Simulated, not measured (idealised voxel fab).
The process module that follows is named voxel released beams.
Displayed cross-section: cut, width of 220 nm, square cells sized 5 nm.
The cross-sections in this document take the form of a grid made of square cells. They are written out as bands, in order from top to bottom. Each band consists of one or more rows of cells.
Heights first: top, then bottom, in nm. Then materials, left to right, each with a width in nm. "throughout" on a single material: fills the band edge to edge. "blank": empty space.
Beneath 0, the wafer as received is one material, and that level is where height counting begins. The lowest band goes on downward without a bottom; it is written like "0 down".
Width: "30 to 40" (first number = top row, second number = bottom row, same change from row to row of cells).
A step reported as "no change occurred" is a step in which no cell of the cross-section changed.
Heads up: "Enclosed void inventory" only lists the empty pockets with no open path to the top that are 8 cells or more, and it writes them as width x height at distance, distance from the left edge, in nm.
Read whatever lies past the settings on a step's line as the simulator's own remark about the step.
"overlay nm", when on a step's line for a step with a mask, measures how far to the right of its planned place the mask lay; a negative measure means to the left.
The following list gives the planned process steps:
step 1: RECEIVE (material Si)
step 2: CONFORMAL_DEP (material Al2O3; thk nm 10)
step 3: DIRECTIONAL_DEP (material SiO2; thk nm 10)
step 4: DIRECTIONAL_DEP (material aC; thk nm 15)
step 5: PATTERN (tone open; mask id ANCHOR; material resist; width nm 35; thk nm 30; overlay nm 0)
step 6: DIRECTIONAL_ETCH (etch materials aC; depth nm 15)
step 7: STRIP (etch materials resist)
step 8: DIRECTIONAL_ETCH (etch materials SiO2; depth nm 10)
step 9: STRIP (etch materials aC)
step 10: CONFORMAL_DEP (material W; thk nm 10)
step 11: MASKED_ETCH (tone cover; mask id BEAM; width nm 110; etch materials W; depth nm 10; overlay nm 0)
step 12: STRIP (etch materials SiO2)
Below: the first of two wafers, run as planned:
as received, after step 1:
	0 down = Si throughout
	Enclosed void inventory: none
After step 2, in cross-section:
	10 to 0 = Al2O3 throughout
	Under the height 0 nothing was changed.
After step 3, in cross-section:
	20 to 10 = SiO2 throughout
	Under the height 10 nothing was changed.
After step 4, in cross-section:
	35 to 20 = aC throughout
	Under the height 20 nothing was changed.
After step 5, in cross-section:
	65 to 35 = resist 55 nm, blank 35 nm, resist 130 nm
	Under the height 35 nothing was changed.
After step 6, in cross-section:
	50 to 35 = resist 55 nm, blank 35 nm, resist 130 nm
	35 to 20 = aC 55 nm, blank 35 nm, aC 130 nm
	Under the height 20 nothing was changed.
After step 7, in cross-section:
	35 to 20 = aC 55 nm, blank 35 nm, aC 130 nm
	Under the height 20 nothing was changed.
After step 8, in cross-section:
	35 to 20 = aC 55 nm, blank 35 nm, aC 130 nm
	20 to 10 = SiO2 55 nm, blank 35 nm, SiO2 130 nm
	Under the height 10 nothing was changed.
After step 9, in cross-section:
	20 to 10 = SiO2 55 nm, blank 35 nm, SiO2 130 nm
	Under the height 10 nothing was changed.
After step 10, in cross-section:
	30 to 20 = W 65 nm, blank 15 nm, W 140 nm
	20 to 10 = SiO2 55 nm, W 35 nm, SiO2 130 nm
	Under the height 10 nothing was changed.
After step 11, in cross-section:
	30 to 20 = blank 50 nm, W 15 nm, blank 15 nm, W 80 nm, blank 60 nm
	Under the height 20 nothing was changed.
After step 12, in cross-section:
	30 to 20 = blank 50 nm, W 15 nm, blank 15 nm, W 80 nm, blank 60 nm
	20 to 10 = blank 55 nm, W 35 nm, blank 130 nm
	Under the height 10 nothing was changed.
What follows concerns the second wafer, which started out like the first and was meant to follow the very same plan; one mistake crept in when it was run, but everything up to and including step 10 is the same as for the first wafer:
Cross-section of the second wafer corresponding to the planned conclusion of step 11:
	30 to 20 = blank 45 nm, W 20 nm, blank 15 nm, W 75 nm, blank 65 nm
	Under the height 20 nothing was changed.
Cross-section of the second wafer corresponding to the planned conclusion of step 12:
	30 to 20 = blank 45 nm, W 20 nm, blank 15 nm, W 75 nm, blank 65 nm
	20 to 10 = blank 55 nm, W 35 nm, blank 130 nm
	Under the height 10 nothing was changed.
The plan and the run diverged here: off-plan run, step 11, actual operation and settings MASKED_ETCH (tone cover; mask id BEAM; width nm 110; etch materials W; depth nm 10; overlay nm -5)
So at the finish, the second wafer's got exactly as many cells of each material as the first, just not in the same spots.
